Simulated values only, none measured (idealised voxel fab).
Herein follows the process module entitled voxel ribs on slabs.
Cross-section cut spans 205 nm and uses square cells 5 nm in size.
In what follows, cross-sections appear as grids of square cells, described through bands that run from the top down, where every band is one or more rows of cells. Heads up on the band format: heights come first, top then bottom, in nm. After that it's the materials left to right, each with its width in nm. A single material flagged "everywhere" fills the whole band edge to edge, and "air" means there's empty space there. All heights in this document are referenced to 0, defined as the level beneath which the wafer, as received, consists entirely of one material. The lowest band is not bounded below; it extends indefinitely downward and is written in the form "0 nm and below". Width "30->40": first value at the band's top row of cells, second value at its bottom row, equal change from row to row. No cell of the cross-section changed in a step that is given as "left unchanged". "Entrapped voids" enumerates empty spaces isolated from the top, with no open way to it, that contain at least 8 cells, giving each as width x height at distance from the left edge, all three in nm. What comes after the settings on a step's line is commentary from the simulator itself on that step. Each step line may optionally specify "overlay nm", which for a step with a mask gives the rightward distance between the mask's planned place and where it lay, a negative value indicating the leftward direction.
List of planned process steps:
1. RECEIVE (material Si)
2. DIRECTIONAL_DEP (material SiO2; thk nm 20)
3. DIRECTIONAL_DEP (material SiN; thk nm 25)
4. DIRECTIONAL_DEP (material aC; thk nm 10)
5. PATTERN (tone cover; mask id RIB; material resist; width nm 20; thk nm 25; overlay nm 0)
6. DIRECTIONAL_ETCH (etch materials aC; depth nm 10)
7. STRIP (etch materials resist)
8. DIRECTIONAL_ETCH (etch materials SiN; depth nm 15)
9. STRIP (etch materials aC)
10. MASKED_ETCH (tone cover; mask id SLAB; width nm 70; etch materials SiN; depth nm 10; overlay nm 0)
11. FILL_DEP (material SiO2; thk nm 20)
12. CMP (height nm 55)
13. DIRECTIONAL_DEP (material TiN; thk nm 5)
14. PATTERN (tone cover; mask id HEATER; material resist; width nm 30; thk nm 15; overlay nm 0)
15. DIRECTIONAL_ETCH (etch materials TiN; depth nm 5)
16. STRIP (etch materials resist)
17. CONFORMAL_DEP (material SiN; thk nm 10)
Wafer, first of two, run as planned:
Cross-section of the wafer as it came to us, i.e., already through step 1:
	0 nm and below = Si everywhere
	Entrapped voids: none
Upon completion of step 2, the wafer appears in cross-section as shown:
	20 nm to 0 nm = SiO2 everywhere
	Everything below 0 is unchanged.
Upon completion of step 3, the wafer appears in cross-section as shown:
	45 nm to 20 nm = SiN everywhere
	Everything below 20 is unchanged.
Upon completion of step 4, the wafer appears in cross-section as shown:
	55 nm to 45 nm = aC everywhere
	Everything below 45 is unchanged.
Upon completion of step 5, the wafer appears in cross-section as shown:
	80 nm to 55 nm = air=90 / resist=20 / air=95
	Everything below 55 is unchanged.
Upon completion of step 6, the wafer appears in cross-section as shown:
	70 nm to 55 nm = air=90 / resist=20 / air=95
	55 nm to 45 nm = air=90 / aC=20 / air=95
	Everything below 45 is unchanged.
Upon completion of step 7, the wafer appears in cross-section as shown:
	55 nm to 45 nm = air=90 / aC=20 / air=95
	Everything below 45 is unchanged.
Upon completion of step 8, the wafer appears in cross-section as shown:
	55 nm to 45 nm = air=90 / aC=20 / air=95
	45 nm to 30 nm = air=90 / SiN=20 / air=95
	Everything below 30 is unchanged.
Upon completion of step 9, the wafer appears in cross-section as shown:
	45 nm to 30 nm = air=90 / SiN=20 / air=95
	Everything below 30 is unchanged.
Upon completion of step 10, the wafer appears in cross-section as shown:
	45 nm to 30 nm = air=90 / SiN=20 / air=95
	30 nm to 20 nm = air=65 / SiN=70 / air=70
	Everything below 20 is unchanged.
Upon completion of step 11, the wafer appears in cross-section as shown:
	65 nm to 45 nm = SiO2 everywhere
	45 nm to 30 nm = SiO2=90 / SiN=20 / SiO2=95
	30 nm to 20 nm = SiO2=65 / SiN=70 / SiO2=70
	Everything below 20 is unchanged.
Upon completion of step 12, the wafer appears in cross-section as shown:
	55 nm to 45 nm = SiO2 everywhere
	Everything below 45 is unchanged.
Upon completion of step 13, the wafer appears in cross-section as shown:
	60 nm to 55 nm = TiN everywhere
	Everything below 55 is unchanged.
Upon completion of step 14, the wafer appears in cross-section as shown:
	75 nm to 60 nm = air=85 / resist=30 / air=90
	Everything below 60 is unchanged.
Upon completion of step 15, the wafer appears in cross-section as shown:
	75 nm to 60 nm = air=85 / resist=30 / air=90
	60 nm to 55 nm = air=85 / TiN=30 / air=90
	Everything below 55 is unchanged.
Upon completion of step 16, the wafer appears in cross-section as shown:
	60 nm to 55 nm = air=85 / TiN=30 / air=90
	Everything below 55 is unchanged.
Upon completion of step 17, the wafer appears in cross-section as shown:
	70 nm to 65 nm = air=75 / SiN=50 / air=80
	65 nm to 60 nm = SiN everywhere
	60 nm to 55 nm = SiN=85 / TiN=30 / SiN=90
	Everything below 55 is unchanged.
Regarding the second of the two wafers: it shared the first wafer's starting condition and process plan, yet one error occurred during its execution. Its history coincides with that of the first wafer up to and including step 2:
Cross-section, second wafer, at the end time the plan gives for step 3:
	30 nm to 20 nm = aC everywhere
	Everything below 20 is unchanged.
Cross-section, second wafer, at the end time the plan gives for step 4:
	55 nm to 30 nm = SiN everywhere
	Everything below 30 is unchanged.
Cross-section, second wafer, at the end time the plan gives for step 5:
	80 nm to 55 nm = air=90 / resist=20 / air=95
	Everything below 55 is unchanged.
Cross-section, second wafer, at the end time the plan gives for step 6:
	70 nm to 55 nm = air=90 / resist=20 / air=95
	Everything below 55 is unchanged.
Cross-section, second wafer, at the end time the plan gives for step 7:
	55 nm to 30 nm = SiN everywhere
	Everything below 30 is unchanged.
Cross-section, second wafer, at the end time the plan gives for step 8:
	40 nm to 30 nm = SiN everywhere
	Everything below 30 is unchanged.
Cross-section, second wafer, at the end time the plan gives for step 9: left unchanged
Cross-section, second wafer, at the end time the plan gives for step 10:
	40 nm to 30 nm = air=65 / SiN=70 / air=70
	Everything below 30 is unchanged.
Cross-section, second wafer, at the end time the plan gives for step 11:
	60 nm to 40 nm = SiO2 everywhere
	40 nm to 30 nm = SiO2=65 / SiN=70 / SiO2=70
	Everything below 30 is unchanged.
Cross-section, second wafer, at the end time the plan gives for step 12:
	55 nm to 40 nm = SiO2 everywhere
	Everything below 40 is unchanged.
Cross-section, second wafer, at the end time the plan gives for step 13:
	60 nm to 55 nm = TiN everywhere
	Everything below 55 is unchanged.
Cross-section, second wafer, at the end time the plan gives for step 14:
	75 nm to 60 nm = air=85 / resist=30 / air=90
	Everything below 60 is unchanged.
Cross-section, second wafer, at the end time the plan gives for step 15:
	75 nm to 60 nm = air=85 / resist=30 / air=90
	60 nm to 55 nm = air=85 / TiN=30 / air=90
	Everything below 55 is unchanged.
Cross-section, second wafer, at the end time the plan gives for step 16:
	60 nm to 55 nm = air=85 / TiN=30 / air=90
	Everything below 55 is unchanged.
Cross-section, second wafer, at the end time the plan gives for step 17:
	70 nm to 65 nm = air=75 / SiN=50 / air=80
	65 nm to 60 nm = SiN everywhere
	60 nm to 55 nm = SiN=85 / TiN=30 / SiN=90
	Everything below 55 is unchanged.
In executing the process, a mistake was made relative to the plan: steps 3 and 4 of the plan were run in the wrong order, each in the other's place
Final comparison by cell count, materials where the second wafer has more or fewer than the first: SiN: 12 fewer; SiO2: 70 fewer; aC: 82 more
